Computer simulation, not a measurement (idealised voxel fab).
Process module, titled voxel quadruple lines
It is cross-section cut that appears here, measuring 165 nm in width, its square cells being 5 nm in size.
Cross-section format: a grid of square cells, given as bands from top to bottom; each band is one or more rows of cells. Top height, bottom height, nm. Materials left to right, width each, nm. Single material + "everywhere" = fills band edge to edge. "blank" = empty. Ref level 0: as-received wafer is one material below here. Bottom band extends down with no lower bound ("0 and below"). A width given as "30->40" starts at the first number in the band's top row and ends at the second number in its bottom row, shifting by an equal amount at every step from row to row. The designation "nothing was modified", where it is given for a processing step, indicates that no cell of the cross-section was altered in the course of that step. Under "Closed void roster" you'll find the enclosed gaps, the ones with no way out to the top, that are 8 cells or bigger; each reads width x height at distance, with distance counted from the left edge, everything in nm. Where a step's line continues beyond its settings, the continuation is a remark by the simulator itself on that step. overlay nm: where the mask lay relative to plan, measured to the right, on steps with a mask; negatives go left.
### The following list gives the planned process steps
1. RECEIVE, material Si
2. CONFORMAL_DEP, material SiO2, thk nm 10
3. DIRECTIONAL_DEP, material Ru, thk nm 10
4. DIRECTIONAL_DEP, material polySi, thk nm 20
5. DIRECTIONAL_DEP, material aC, thk nm 25
6. PATTERN, tone cover, mask id MANDREL, material resist, width nm 25, thk nm 35, overlay nm 0
7. DIRECTIONAL_ETCH, etch materials aC, depth nm 25
8. STRIP, etch materials resist
9. CONFORMAL_DEP, material SiO2, thk nm 15
10. DIRECTIONAL_ETCH, etch materials SiO2, depth nm 15
11. STRIP, etch materials aC
12. DIRECTIONAL_ETCH, etch materials polySi, depth nm 20
13. STRIP, etch materials SiO2
14. CONFORMAL_DEP, material SiN, thk nm 5
15. DIRECTIONAL_ETCH, etch materials SiN, depth nm 5
16. STRIP, etch materials polySi
17. DIRECTIONAL_ETCH, etch materials Ru, depth nm 10
18. STRIP, etch materials SiN
19. FILL_DEP, material lowk, thk nm 10
20. CMP, height nm 20
### Shown in cross-section is the wafer as received, that is, as it stands after step 1
> 0 and below = Si everywhere
> Closed void roster: none
### End-of-module cross-section. Starting structure and process plan as above; one mistake made in running it
> 20 down to 10 = 55 nm lowk, 5 nm Ru, 15 nm lowk, 5 nm Ru, 10 nm lowk, 5 nm Ru, 15 nm lowk, 5 nm Ru, 50 nm lowk
> 10 down to 0 = SiO2 everywhere
> 0 and below = Si everywhere
> Closed void roster: none
Want to know what went wrong? for step 6, the planned setting was not used; the step was instead run as PATTERN, tone cover, mask id MANDREL, material resist, width nm 20, thk nm 35, overlay nm 0
